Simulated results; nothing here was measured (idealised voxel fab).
A process module follows: voxel gate over fins.
The figure presents cross-section cut, which has a width of 230 nm and is divided into square cells with an edge length of 5 nm.
In what follows, cross-sections appear as grids of square cells, described through bands that run from the top down, where every band is one or more rows of cells. Basically the band line says how high the top is and how high the bottom is, in nm, and then what's in it from left to right, every material with its width in nm. Empty space shows up as "air", and if a single material carries "full width" it runs the full band edge to edge. Zero point of the height axis is 0; under it, received wafer = one material. Lowest band: continues down indefinitely, "0..down". Think of "30 to 40" as a width that walks from the first number to the second as you go down the band, top row to bottom row, taking equal-sized steps from row to row. Take "nothing changed" at face value: in the step it is given for, the cross-section changed in none of its cells. Basically, "Entrapped voids" tells you about the enclosed voids: empty spaces with no open way to the top, 8 cells or bigger, each written width x height at distance, where distance is from the left edge, all in nm. Text after the settings on a step's line: the simulator's own remark on that step. overlay nm: step with mask; distance mask lay right of planned place; negative value = left of planned place.

THIS SECTION LISTS THE PROCESS STEPS THAT WERE PLANNED
1) RECEIVE,material Si
2) CONFORMAL_DEP,material SiN,thk nm 10
3) PATTERN,tone cover,mask id FINS,material resist,width nm 15,pitch nm 50,thk nm 15,overlay nm 0
4) DIRECTIONAL_ETCH,etch materials SiN,depth nm 10
5) DIRECTIONAL_ETCH,etch materials Si,depth nm 35
6) STRIP,etch materials resist
7) OXIDIZE,depth nm 5
8) FILL_DEP,material SiO2,thk nm 5
9) CMP,height nm 10
10) DIRECTIONAL_DEP,material aC,thk nm 10
11) PATTERN,tone open,mask id RAIL,material resist,width nm 15,thk nm 30,overlay nm 0
12) DIRECTIONAL_ETCH,etch materials aC,depth nm 10
13) STRIP,etch materials resist
14) DIRECTIONAL_ETCH,etch materials SiO2,depth nm 40
15) STRIP,etch materials aC
16) CONFORMAL_DEP,material TiN,thk nm 5
17) FILL_DEP,material W,thk nm 10
18) CMP,height nm 10
19) SELECTIVE_ETCH,etch materials W Ru TiN,depth nm 25
20) FILL_DEP,material SiO2,thk nm 5
21) CMP,height nm 10
22) SELECTIVE_ETCH,etch materials SiO2,depth nm 20
23) STRIP,etch materials SiN
24) CONFORMAL_DEP,material HfO2,thk nm 5
25) CONFORMAL_DEP,material TiN,thk nm 5
26) CONFORMAL_DEP,material TiAl,thk nm 5
27) CONFORMAL_DEP,material TiN,thk nm 5
28) FILL_DEP,material W,thk nm 15
29) CMP,height nm 30
30) CONFORMAL_DEP,material SiCN,thk nm 5

FIRST WAFER OUT OF TWO, PROCESSED AS PLANNED

CROSS-SECTION OF THE WAFER UPON ARRIVAL, REPRESENTING THE STATE REACHED AFTER STEP 1
- 0..down  Si full width
- Entrapped voids: none

TAKE A LOOK AT THE WAFER'S CROSS-SECTION AFTER STEP 2
- 10..0  SiN full width
- Anything lower than 0 is untouched.

TAKE A LOOK AT THE WAFER'S CROSS-SECTION AFTER STEP 3
- 25..10  air=55, resist=15, air=35, resist=15, air=35, resist=15, air=60
- Anything lower than 10 is untouched.

TAKE A LOOK AT THE WAFER'S CROSS-SECTION AFTER STEP 4
- 25..10  air=55, resist=15, air=35, resist=15, air=35, resist=15, air=60
- 10..0  air=55, SiN=15, air=35, SiN=15, air=35, SiN=15, air=60
- Anything lower than 0 is untouched.

TAKE A LOOK AT THE WAFER'S CROSS-SECTION AFTER STEP 5
- 25..10  air=55, resist=15, air=35, resist=15, air=35, resist=15, air=60
- 10..0  air=55, SiN=15, air=35, SiN=15, air=35, SiN=15, air=60
- 0..-35  air=55, Si=15, air=35, Si=15, air=35, Si=15, air=60
- Anything lower than -35 is untouched.

TAKE A LOOK AT THE WAFER'S CROSS-SECTION AFTER STEP 6
- 10..0  air=55, SiN=15, air=35, SiN=15, air=35, SiN=15, air=60
- Anything lower than 0 is untouched.

TAKE A LOOK AT THE WAFER'S CROSS-SECTION AFTER STEP 7
- 10..0  air=55, SiN=15, air=35, SiN=15, air=35, SiN=15, air=60
- 0..-35  air=55, SiO2=5, Si=5, SiO2=5, air=35, SiO2=5, Si=5, SiO2=5, air=35, SiO2=5, Si=5, SiO2=5, air=60
- -35..-40  SiO2=60, Si=5, SiO2=45, Si=5, SiO2=45, Si=5, SiO2=65
- Anything lower than -40 is untouched.

TAKE A LOOK AT THE WAFER'S CROSS-SECTION AFTER STEP 8
- 15..10  SiO2 full width
- 10..0  SiO2=55, SiN=15, SiO2=35, SiN=15, SiO2=35, SiN=15, SiO2=60
- 0..-40  SiO2=60, Si=5, SiO2=45, Si=5, SiO2=45, Si=5, SiO2=65
- Anything lower than -40 is untouched.

TAKE A LOOK AT THE WAFER'S CROSS-SECTION AFTER STEP 9
- 10..0  SiO2=55, SiN=15, SiO2=35, SiN=15, SiO2=35, SiN=15, SiO2=60
- Anything lower than 0 is untouched.

TAKE A LOOK AT THE WAFER'S CROSS-SECTION AFTER STEP 10
- 20..10  aC full width
- Anything lower than 10 is untouched.

TAKE A LOOK AT THE WAFER'S CROSS-SECTION AFTER STEP 11
- 50..20  resist=80, air=15, resist=135
- Anything lower than 20 is untouched.

TAKE A LOOK AT THE WAFER'S CROSS-SECTION AFTER STEP 12
- 40..20  resist=80, air=15, resist=135
- 20..10  aC=80, air=15, aC=135
- Anything lower than 10 is untouched.

TAKE A LOOK AT THE WAFER'S CROSS-SECTION AFTER STEP 13
- 20..10  aC=80, air=15, aC=135
- Anything lower than 10 is untouched.

TAKE A LOOK AT THE WAFER'S CROSS-SECTION AFTER STEP 14
- 20..10  aC=80, air=15, aC=135
- 10..0  SiO2=55, SiN=15, SiO2=10, air=15, SiO2=10, SiN=15, SiO2=35, SiN=15, SiO2=60
- 0..-30  SiO2=60, Si=5, SiO2=15, air=15, SiO2=15, Si=5, SiO2=45, Si=5, SiO2=65
- Anything lower than -30 is untouched.

TAKE A LOOK AT THE WAFER'S CROSS-SECTION AFTER STEP 15
- 10..0  SiO2=55, SiN=15, SiO2=10, air=15, SiO2=10, SiN=15, SiO2=35, SiN=15, SiO2=60
- Anything lower than 0 is untouched.

TAKE A LOOK AT THE WAFER'S CROSS-SECTION AFTER STEP 16
- 15..10  TiN=85, air=5, TiN=140
- 10..0  SiO2=55, SiN=15, SiO2=10, TiN=5, air=5, TiN=5, SiO2=10, SiN=15, SiO2=35, SiN=15, SiO2=60
- 0..-25  SiO2=60, Si=5, SiO2=15, TiN=5, air=5, TiN=5, SiO2=15, Si=5, SiO2=45, Si=5, SiO2=65
- -25..-30  SiO2=60, Si=5, SiO2=15, TiN=15, SiO2=15, Si=5, SiO2=45, Si=5, SiO2=65
- Anything lower than -30 is untouched.

TAKE A LOOK AT THE WAFER'S CROSS-SECTION AFTER STEP 17
- 25..15  W full width
- 15..10  TiN=85, W=5, TiN=140
- 10..0  SiO2=55, SiN=15, SiO2=10, TiN=5, W=5, TiN=5, SiO2=10, SiN=15, SiO2=35, SiN=15, SiO2=60
- 0..-25  SiO2=60, Si=5, SiO2=15, TiN=5, W=5, TiN=5, SiO2=15, Si=5, SiO2=45, Si=5, SiO2=65
- Anything lower than -25 is untouched.

TAKE A LOOK AT THE WAFER'S CROSS-SECTION AFTER STEP 18
- 10..0  SiO2=55, SiN=15, SiO2=10, TiN=5, W=5, TiN=5, SiO2=10, SiN=15, SiO2=35, SiN=15, SiO2=60
- Anything lower than 0 is untouched.

TAKE A LOOK AT THE WAFER'S CROSS-SECTION AFTER STEP 19
- 10..0  SiO2=55, SiN=15, SiO2=10, air=15, SiO2=10, SiN=15, SiO2=35, SiN=15, SiO2=60
- 0..-15  SiO2=60, Si=5, SiO2=15, air=15, SiO2=15, Si=5, SiO2=45, Si=5, SiO2=65
- Anything lower than -15 is untouched.

TAKE A LOOK AT THE WAFER'S CROSS-SECTION AFTER STEP 20
- 15..10  SiO2 full width
- 10..0  SiO2=55, SiN=15, SiO2=35, SiN=15, SiO2=35, SiN=15, SiO2=60
- 0..-15  SiO2=60, Si=5, SiO2=45, Si=5, SiO2=45, Si=5, SiO2=65
- Anything lower than -15 is untouched.

TAKE A LOOK AT THE WAFER'S CROSS-SECTION AFTER STEP 21
- 10..0  SiO2=55, SiN=15, SiO2=35, SiN=15, SiO2=35, SiN=15, SiO2=60
- Anything lower than 0 is untouched.

TAKE A LOOK AT THE WAFER'S CROSS-SECTION AFTER STEP 22
- 10..0  air=55, SiN=15, air=35, SiN=15, air=35, SiN=15, air=60
- 0..-10  air=60, Si=5, air=45, Si=5, air=45, Si=5, air=65
- Anything lower than -10 is untouched.

TAKE A LOOK AT THE WAFER'S CROSS-SECTION AFTER STEP 23
- 0..-10  air=60, Si=5, air=45, Si=5, air=45, Si=5, air=65
- Anything lower than -10 is untouched.

TAKE A LOOK AT THE WAFER'S CROSS-SECTION AFTER STEP 24
- 5..0  air=55, HfO2=15, air=35, HfO2=15, air=35, HfO2=15, air=60
- 0..-5  air=55, HfO2=5, Si=5, HfO2=5, air=35, HfO2=5, Si=5, HfO2=5, air=35, HfO2=5, Si=5, HfO2=5, air=60
- -5..-10  HfO2=60, Si=5, HfO2=45, Si=5, HfO2=45, Si=5, HfO2=65
- Anything lower than -10 is untouched.

TAKE A LOOK AT THE WAFER'S CROSS-SECTION AFTER STEP 25
- 10..5  air=50, TiN=25, air=25, TiN=25, air=25, TiN=25, air=55
- 5..0  air=50, TiN=5, HfO2=15, TiN=5, air=25, TiN=5, HfO2=15, TiN=5, air=25, TiN=5, HfO2=15, TiN=5, air=55
- 0..-5  TiN=55, HfO2=5, Si=5, HfO2=5, TiN=35, HfO2=5, Si=5, HfO2=5, TiN=35, HfO2=5, Si=5, HfO2=5, TiN=60
- Anything lower than -5 is untouched.

TAKE A LOOK AT THE WAFER'S CROSS-SECTION AFTER STEP 26
- 15..10  air=45, TiAl=35, air=15, TiAl=35, air=15, TiAl=35, air=50
- 10..5  air=45, TiAl=5, TiN=25, TiAl=5, air=15, TiAl=5, TiN=25, TiAl=5, air=15, TiAl=5, TiN=25, TiAl=5, air=50
- 5..0  TiAl=50, TiN=5, HfO2=15, TiN=5, TiAl=25, TiN=5, HfO2=15, TiN=5, TiAl=25, TiN=5, HfO2=15, TiN=5, TiAl=55
- Anything lower than 0 is untouched.

TAKE A LOOK AT THE WAFER'S CROSS-SECTION AFTER STEP 27
- 20..15  air=40, TiN=45, air=5, TiN=45, air=5, TiN=45, air=45
- 15..10  air=40, TiN=5, TiAl=35, TiN=5, air=5, TiN=5, TiAl=35, TiN=5, air=5, TiN=5, TiAl=35, TiN=5, air=45
- 10..5  TiN=45, TiAl=5, TiN=25, TiAl=5, TiN=15, TiAl=5, TiN=25, TiAl=5, TiN=15, TiAl=5, TiN=25, TiAl=5, TiN=50
- Anything lower than 5 is untouched.

TAKE A LOOK AT THE WAFER'S CROSS-SECTION AFTER STEP 28
- 35..20  W full width
- 20..15  W=40, TiN=45, W=5, TiN=45, W=5, TiN=45, W=45
- 15..10  W=40, TiN=5, TiAl=35, TiN=5, W=5, TiN=5, TiAl=35, TiN=5, W=5, TiN=5, TiAl=35, TiN=5, W=45
- Anything lower than 10 is untouched.

TAKE A LOOK AT THE WAFER'S CROSS-SECTION AFTER STEP 29
- 30..20  W full width
- Anything lower than 20 is untouched.

TAKE A LOOK AT THE WAFER'S CROSS-SECTION AFTER STEP 30
- 35..30  SiCN full width
- Anything lower than 30 is untouched.

SECOND OF TWO: SAME START, SAME PLAN, ONE RUN ERROR; STEPS UP TO AND INCLUDING 4 MATCH THE FIRST

WHAT THE SECOND WAFER LOOKS LIKE IN CROSS-SECTION WHEN STEP 5 SHOULD HAVE WRAPPED UP
- 25..10  air=55, resist=15, air=35, resist=15, air=35, resist=15, air=60
- 10..0  air=55, SiN=15, air=35, SiN=15, air=35, SiN=15, air=60
- 0..-40  air=55, Si=15, air=35, Si=15, air=35, Si=15, air=60
- Anything lower than -40 is untouched.

WHAT THE SECOND WAFER LOOKS LIKE IN CROSS-SECTION WHEN STEP 6 SHOULD HAVE WRAPPED UP
- 10..0  air=55, SiN=15, air=35, SiN=15, air=35, SiN=15, air=60
- Anything lower than 0 is untouched.

WHAT THE SECOND WAFER LOOKS LIKE IN CROSS-SECTION WHEN STEP 7 SHOULD HAVE WRAPPED UP
- 10..0  air=55, SiN=15, air=35, SiN=15, air=35, SiN=15, air=60
- 0..-40  air=55, SiO2=5, Si=5, SiO2=5, air=35, SiO2=5, Si=5, SiO2=5, air=35, SiO2=5, Si=5, SiO2=5, air=60
- -40..-45  SiO2=60, Si=5, SiO2=45, Si=5, SiO2=45, Si=5, SiO2=65
- Anything lower than -45 is untouched.

WHAT THE SECOND WAFER LOOKS LIKE IN CROSS-SECTION WHEN STEP 8 SHOULD HAVE WRAPPED UP
- 15..10  SiO2 full width
- 10..0  SiO2=55, SiN=15, SiO2=35, SiN=15, SiO2=35, SiN=15, SiO2=60
- 0..-45  SiO2=60, Si=5, SiO2=45, Si=5, SiO2=45, Si=5, SiO2=65
- Anything lower than -45 is untouched.

WHAT THE SECOND WAFER LOOKS LIKE IN CROSS-SECTION WHEN STEP 9 SHOULD HAVE WRAPPED UP
- 10..0  SiO2=55, SiN=15, SiO2=35, SiN=15, SiO2=35, SiN=15, SiO2=60
- Anything lower than 0 is untouched.

WHAT THE SECOND WAFER LOOKS LIKE IN CROSS-SECTION WHEN STEP 10 SHOULD HAVE WRAPPED UP
- 20..10  aC full width
- Anything lower than 10 is untouched.

WHAT THE SECOND WAFER LOOKS LIKE IN CROSS-SECTION WHEN STEP 11 SHOULD HAVE WRAPPED UP
- 50..20  resist=80, air=15, resist=135
- Anything lower than 20 is untouched.

WHAT THE SECOND WAFER LOOKS LIKE IN CROSS-SECTION WHEN STEP 12 SHOULD HAVE WRAPPED UP
- 40..20  resist=80, air=15, resist=135
- 20..10  aC=80, air=15, aC=135
- Anything lower than 10 is untouched.

WHAT THE SECOND WAFER LOOKS LIKE IN CROSS-SECTION WHEN STEP 13 SHOULD HAVE WRAPPED UP
- 20..10  aC=80, air=15, aC=135
- Anything lower than 10 is untouched.

WHAT THE SECOND WAFER LOOKS LIKE IN CROSS-SECTION WHEN STEP 14 SHOULD HAVE WRAPPED UP
- 20..10  aC=80, air=15, aC=135
- 10..0  SiO2=55, SiN=15, SiO2=10, air=15, SiO2=10, SiN=15, SiO2=35, SiN=15, SiO2=60
- 0..-30  SiO2=60, Si=5, SiO2=15, air=15, SiO2=15, Si=5, SiO2=45, Si=5, SiO2=65
- Anything lower than -30 is untouched.

WHAT THE SECOND WAFER LOOKS LIKE IN CROSS-SECTION WHEN STEP 15 SHOULD HAVE WRAPPED UP
- 10..0  SiO2=55, SiN=15, SiO2=10, air=15, SiO2=10, SiN=15, SiO2=35, SiN=15, SiO2=60
- Anything lower than 0 is untouched.

WHAT THE SECOND WAFER LOOKS LIKE IN CROSS-SECTION WHEN STEP 16 SHOULD HAVE WRAPPED UP
- 15..10  TiN=85, air=5, TiN=140
- 10..0  SiO2=55, SiN=15, SiO2=10, TiN=5, air=5, TiN=5, SiO2=10, SiN=15, SiO2=35, SiN=15, SiO2=60
- 0..-25  SiO2=60, Si=5, SiO2=15, TiN=5, air=5, TiN=5, SiO2=15, Si=5, SiO2=45, Si=5, SiO2=65
- -25..-30  SiO2=60, Si=5, SiO2=15, TiN=15, SiO2=15, Si=5, SiO2=45, Si=5, SiO2=65
- Anything lower than -30 is untouched.

WHAT THE SECOND WAFER LOOKS LIKE IN CROSS-SECTION WHEN STEP 17 SHOULD HAVE WRAPPED UP
- 25..15  W full width
- 15..10  TiN=85, W=5, TiN=140
- 10..0  SiO2=55, SiN=15, SiO2=10, TiN=5, W=5, TiN=5, SiO2=10, SiN=15, SiO2=35, SiN=15, SiO2=60
- 0..-25  SiO2=60, Si=5, SiO2=15, TiN=5, W=5, TiN=5, SiO2=15, Si=5, SiO2=45, Si=5, SiO2=65
- Anything lower than -25 is untouched.

WHAT THE SECOND WAFER LOOKS LIKE IN CROSS-SECTION WHEN STEP 18 SHOULD HAVE WRAPPED UP
- 10..0  SiO2=55, SiN=15, SiO2=10, TiN=5, W=5, TiN=5, SiO2=10, SiN=15, SiO2=35, SiN=15, SiO2=60
- Anything lower than 0 is untouched.

WHAT THE SECOND WAFER LOOKS LIKE IN CROSS-SECTION WHEN STEP 19 SHOULD HAVE WRAPPED UP
- 10..0  SiO2=55, SiN=15, SiO2=10, air=15, SiO2=10, SiN=15, SiO2=35, SiN=15, SiO2=60
- 0..-15  SiO2=60, Si=5, SiO2=15, air=15, SiO2=15, Si=5, SiO2=45, Si=5, SiO2=65
- Anything lower than -15 is untouched.

WHAT THE SECOND WAFER LOOKS LIKE IN CROSS-SECTION WHEN STEP 20 SHOULD HAVE WRAPPED UP
- 15..10  SiO2 full width
- 10..0  SiO2=55, SiN=15, SiO2=35, SiN=15, SiO2=35, SiN=15, SiO2=60
- 0..-15  SiO2=60, Si=5, SiO2=45, Si=5, SiO2=45, Si=5, SiO2=65
- Anything lower than -15 is untouched.

WHAT THE SECOND WAFER LOOKS LIKE IN CROSS-SECTION WHEN STEP 21 SHOULD HAVE WRAPPED UP
- 10..0  SiO2=55, SiN=15, SiO2=35, SiN=15, SiO2=35, SiN=15, SiO2=60
- Anything lower than 0 is untouched.

WHAT THE SECOND WAFER LOOKS LIKE IN CROSS-SECTION WHEN STEP 22 SHOULD HAVE WRAPPED UP
- 10..0  air=55, SiN=15, air=35, SiN=15, air=35, SiN=15, air=60
- 0..-10  air=60, Si=5, air=45, Si=5, air=45, Si=5, air=65
- Anything lower than -10 is untouched.

WHAT THE SECOND WAFER LOOKS LIKE IN CROSS-SECTION WHEN STEP 23 SHOULD HAVE WRAPPED UP
- 0..-10  air=60, Si=5, air=45, Si=5, air=45, Si=5, air=65
- Anything lower than -10 is untouched.

WHAT THE SECOND WAFER LOOKS LIKE IN CROSS-SECTION WHEN STEP 24 SHOULD HAVE WRAPPED UP
- 5..0  air=55, HfO2=15, air=35, HfO2=15, air=35, HfO2=15, air=60
- 0..-5  air=55, HfO2=5, Si=5, HfO2=5, air=35, HfO2=5, Si=5, HfO2=5, air=35, HfO2=5, Si=5, HfO2=5, air=60
- -5..-10  HfO2=60, Si=5, HfO2=45, Si=5, HfO2=45, Si=5, HfO2=65
- Anything lower than -10 is untouched.

WHAT THE SECOND WAFER LOOKS LIKE IN CROSS-SECTION WHEN STEP 25 SHOULD HAVE WRAPPED UP
- 10..5  air=50, TiN=25, air=25, TiN=25, air=25, TiN=25, air=55
- 5..0  air=50, TiN=5, HfO2=15, TiN=5, air=25, TiN=5, HfO2=15, TiN=5, air=25, TiN=5, HfO2=15, TiN=5, air=55
- 0..-5  TiN=55, HfO2=5, Si=5, HfO2=5, TiN=35, HfO2=5, Si=5, HfO2=5, TiN=35, HfO2=5, Si=5, HfO2=5, TiN=60
- Anything lower than -5 is untouched.

WHAT THE SECOND WAFER LOOKS LIKE IN CROSS-SECTION WHEN STEP 26 SHOULD HAVE WRAPPED UP
- 15..10  air=45, TiAl=35, air=15, TiAl=35, air=15, TiAl=35, air=50
- 10..5  air=45, TiAl=5, TiN=25, TiAl=5, air=15, TiAl=5, TiN=25, TiAl=5, air=15, TiAl=5, TiN=25, TiAl=5, air=50
- 5..0  TiAl=50, TiN=5, HfO2=15, TiN=5, TiAl=25, TiN=5, HfO2=15, TiN=5, TiAl=25, TiN=5, HfO2=15, TiN=5, TiAl=55
- Anything lower than 0 is untouched.

WHAT THE SECOND WAFER LOOKS LIKE IN CROSS-SECTION WHEN STEP 27 SHOULD HAVE WRAPPED UP
- 20..15  air=40, TiN=45, air=5, TiN=45, air=5, TiN=45, air=45
- 15..10  air=40, TiN=5, TiAl=35, TiN=5, air=5, TiN=5, TiAl=35, TiN=5, air=5, TiN=5, TiAl=35, TiN=5, air=45
- 10..5  TiN=45, TiAl=5, TiN=25, TiAl=5, TiN=15, TiAl=5, TiN=25, TiAl=5, TiN=15, TiAl=5, TiN=25, TiAl=5, TiN=50
- Anything lower than 5 is untouched.

WHAT THE SECOND WAFER LOOKS LIKE IN CROSS-SECTION WHEN STEP 28 SHOULD HAVE WRAPPED UP
- 35..20  W full width
- 20..15  W=40, TiN=45, W=5, TiN=45, W=5, TiN=45, W=45
- 15..10  W=40, TiN=5, TiAl=35, TiN=5, W=5, TiN=5, TiAl=35, TiN=5, W=5, TiN=5, TiAl=35, TiN=5, W=45
- Anything lower than 10 is untouched.

WHAT THE SECOND WAFER LOOKS LIKE IN CROSS-SECTION WHEN STEP 29 SHOULD HAVE WRAPPED UP
- 30..20  W full width
- Anything lower than 20 is untouched.

WHAT THE SECOND WAFER LOOKS LIKE IN CROSS-SECTION WHEN STEP 30 SHOULD HAVE WRAPPED UP
- 35..30  SiCN full width
- Anything lower than 30 is untouched.
Finding, execution versus plan: contrary to plan, step 5 was performed as DIRECTIONAL_ETCH,etch materials Si,depth nm 40
The closing comparison, in cells, has the second wafer with more or fewer of some materials than the first: Si: 43 fewer, SiO2: 43 more
